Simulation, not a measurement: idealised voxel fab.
Process module in this document: voxel transistor to metal
The cross-section shown here is cut; it is 205 nm wide and divided into square cells measuring 5 nm on a side.
We lay out every cross-section as a grid of square cells and spell it out in bands from the top down, where one band means one or more rows of cells. What a band's entry tells you: where the top is and where the bottom is, as heights in nm, and after that what lies inside, material by material from left to right, each with its width in nm. Empty space is written as the word "empty", and a single material marked with the word "all across" occupies the band from edge to edge. For the purposes of this specification, 0 denotes the height below which the wafer in its as-received condition is composed wholly of one material, and the lowermost band, lacking a lower limit, extends downward without end, as expressed in "top 0, no bottom". With a width like "30->40", each row of cells in the band differs from the next by the same amount, the top row carrying the first number and the bottom row the second. "same as before" (step): cross-section cells unchanged, all of them. In "Closed void register" the enclosed voids are listed, meaning empty spaces of 8 cells or larger without any opening to the top. The form is width x height at distance, distance from the left edge, units nm. Formally, on a step line, whatever follows the settings is a remark that the simulator itself makes on the step. Each step line may optionally specify "overlay nm", which for a step with a mask gives the rightward distance between the mask's planned place and where it lay, a negative value indicating the leftward direction.

# The following list gives the planned process steps
1) RECEIVE (material Si)
2) OXIDIZE (depth nm 5)
3) CONFORMAL_DEP (material SiN; thk nm 15)
4) DIRECTIONAL_DEP (material aC; thk nm 10)
5) PATTERN (tone cover; mask id ACTIVE; material resist; width nm 105; thk nm 30; overlay nm 0)
6) DIRECTIONAL_ETCH (etch materials aC; depth nm 10)
7) STRIP (etch materials resist)
8) DIRECTIONAL_ETCH (etch materials SiN; depth nm 15)
9) DIRECTIONAL_ETCH (etch materials SiO2; depth nm 5)
10) DIRECTIONAL_ETCH (etch materials Si; depth nm 35)
11) STRIP (etch materials aC)
12) FILL_DEP (material SiO2; thk nm 15)
13) CMP (height nm 15)
14) SELECTIVE_ETCH (etch materials SiO2; depth nm 5)
15) STRIP (etch materials SiN)
16) SELECTIVE_ETCH (etch materials SiO2; depth nm 5)
17) OXIDIZE (depth nm 5)
18) DIRECTIONAL_DEP (material polySi; thk nm 25)
19) DIRECTIONAL_DEP (material SiCN; thk nm 15)
20) MASKED_ETCH (tone cover; mask id GATE; width nm 25; etch materials SiCN; depth nm 25; overlay nm 0)
21) MASKED_ETCH (tone cover; mask id GATE; width nm 25; etch materials polySi; depth nm 35; overlay nm 0)
22) CONFORMAL_DEP (material SiN; thk nm 5)
23) DIRECTIONAL_ETCH (etch materials SiN; depth nm 5)
24) DIRECTIONAL_ETCH (etch materials SiO2; depth nm 5)
25) EPI (material SiGe; thk nm 5)
26) FILL_DEP (material SiO2; thk nm 5)
27) CMP (height nm 35)
28) DIRECTIONAL_DEP (material SiO2; thk nm 10)
29) MASKED_ETCH (tone open; mask id CONTACT; width nm 30; pitch nm 65; etch materials SiO2; depth nm 50; overlay nm 0)
30) CONFORMAL_DEP (material TiN; thk nm 5)
31) FILL_DEP (material W; thk nm 5)
32) CMP (height nm 45)
33) DIRECTIONAL_DEP (material TiN; thk nm 5)
34) DIRECTIONAL_DEP (material W; thk nm 25)
35) MASKED_ETCH (tone cover; mask id METAL_1; width nm 15; pitch nm 80; etch materials W; depth nm 25; overlay nm 0)
36) MASKED_ETCH (tone cover; mask id METAL_1; width nm 15; pitch nm 80; etch materials TiN; depth nm 5; overlay nm 0)
37) FILL_DEP (material lowk; thk nm 5)
38) CMP (height nm 75)
39) CONFORMAL_DEP (material SiCN; thk nm 5)
40) DIRECTIONAL_DEP (material lowk; thk nm 25)
41) DIRECTIONAL_DEP (material aC; thk nm 15)
42) PATTERN (tone open; mask id METAL_2; material resist; width nm 15; pitch nm 80; thk nm 30; overlay nm 0)
43) DIRECTIONAL_ETCH (etch materials aC; depth nm 15)
44) STRIP (etch materials resist)
45) DIRECTIONAL_ETCH (etch materials lowk; depth nm 15)
46) STRIP (etch materials aC)
47) DIRECTIONAL_DEP (material aC; thk nm 10)
48) PATTERN (tone open; mask id METAL_2_HOLES; material resist; width nm 15; pitch nm 80; thk nm 30; overlay nm 0)
49) DIRECTIONAL_ETCH (etch materials aC; depth nm 10)
50) STRIP (etch materials resist)
51) DIRECTIONAL_ETCH (etch materials lowk; depth nm 10)
52) DIRECTIONAL_ETCH (etch materials SiCN; depth nm 5)
53) STRIP (etch materials aC)
54) CONFORMAL_DEP (material TiN; thk nm 5)
55) FILL_DEP (material Cu; thk nm 5)
56) CMP (height nm 105)
57) CONFORMAL_DEP (material SiCN; thk nm 5)

# as received, after step 1
- top 0, no bottom  Si all across
- Closed void register: none

# Cross-sectional image of the first of two wafers at the end of the module, the run having proceeded as planned
- top 110, bottom 105  SiCN all across
- top 105, bottom 80  55 of lowk  5 of TiN  5 of Cu  5 of TiN  65 of lowk  5 of TiN  5 of Cu  5 of TiN  55 of lowk
- top 80, bottom 75  55 of SiCN  15 of TiN  65 of SiCN  15 of TiN  55 of SiCN
- top 75, bottom 50  55 of lowk  15 of W  65 of lowk  15 of W  55 of lowk
- top 50, bottom 45  55 of lowk  15 of TiN  65 of lowk  15 of TiN  55 of lowk
- top 45, bottom 35  55 of SiO2  5 of TiN  20 of W  5 of TiN  35 of SiO2  5 of TiN  20 of W  5 of TiN  55 of SiO2
- top 35, bottom 20  55 of SiO2  5 of TiN  20 of W  5 of TiN  5 of SiN  25 of SiCN  5 of SiN  5 of TiN  20 of W  5 of TiN  55 of SiO2
- top 20, bottom 5  55 of SiO2  5 of TiN  20 of W  5 of TiN  5 of SiN  25 of polySi  5 of SiN  5 of TiN  20 of W  5 of TiN  55 of SiO2
- top 5, bottom 0  45 of SiO2  5 of SiN  5 of SiO2  5 of TiN  20 of W  5 of TiN  5 of SiN  25 of polySi  5 of SiN  5 of TiN  20 of W  5 of TiN  5 of SiO2  5 of SiN  45 of SiO2
- top 0, bottom -5  45 of SiO2  5 of SiN  5 of SiO2  30 of TiN  5 of SiN  25 of polySi  5 of SiN  30 of TiN  5 of SiO2  5 of SiN  45 of SiO2
- top -5, bottom -10  50 of SiO2  35 of SiGe  35 of SiO2  35 of SiGe  50 of SiO2
- top -10, bottom -40  50 of SiO2  105 of Si  50 of SiO2
- top -40, no bottom  Si all across
- Closed void register: none

# Wafer two, sectioned after the module: the first wafer's start, the first wafer's plan, and one mistake in how it was run
- top 110, bottom 105  SiCN all across
- top 105, bottom 95  55 of lowk  5 of TiN  10->5 of Cu  5->10 of TiN  60 of lowk  5 of TiN  10->5 of Cu  5->10 of TiN  50 of lowk
- top 95, bottom 80  55 of lowk  5 of TiN  5 of Cu  5 of TiN  65 of lowk  5 of TiN  5 of Cu  5 of TiN  55 of lowk
- top 80, bottom 75  55 of SiCN  15 of TiN  65 of SiCN  15 of TiN  55 of SiCN
- top 75, bottom 50  55 of lowk  15 of W  65 of lowk  15 of W  55 of lowk
- top 50, bottom 45  55 of lowk  15 of TiN  65 of lowk  15 of TiN  55 of lowk
- top 45, bottom 35  55 of SiO2  5 of TiN  20 of W  5 of TiN  35 of SiO2  5 of TiN  20 of W  5 of TiN  55 of SiO2
- top 35, bottom 20  55 of SiO2  5 of TiN  20 of W  5 of TiN  5 of SiN  25 of SiCN  5 of SiN  5 of TiN  20 of W  5 of TiN  55 of SiO2
- top 20, bottom 5  55 of SiO2  5 of TiN  20 of W  5 of TiN  5 of SiN  25 of polySi  5 of SiN  5 of TiN  20 of W  5 of TiN  55 of SiO2
- top 5, bottom 0  45 of SiO2  5 of SiN  5 of SiO2  5 of TiN  20 of W  5 of TiN  5 of SiN  25 of polySi  5 of SiN  5 of TiN  20 of W  5 of TiN  5 of SiO2  5 of SiN  45 of SiO2
- top 0, bottom -5  45 of SiO2  5 of SiN  5 of SiO2  30 of TiN  5 of SiN  25 of polySi  5 of SiN  30 of TiN  5 of SiO2  5 of SiN  45 of SiO2
- top -5, bottom -10  50 of SiO2  35 of SiGe  35 of SiO2  35 of SiGe  50 of SiO2
- top -10, bottom -40  50 of SiO2  105 of Si  50 of SiO2
- top -40, no bottom  Si all across
- Closed void register: none
Which mistake was made when the wafer was run? contrary to plan, step 48 was performed as PATTERN (tone open; mask id METAL_2_HOLES; material resist; width nm 20; pitch nm 80; thk nm 30; overlay nm 0)
Materials where the second wafer ends with more or fewer cells than the first: Cu: 2 more | TiN: 2 more | lowk: 4 fewer
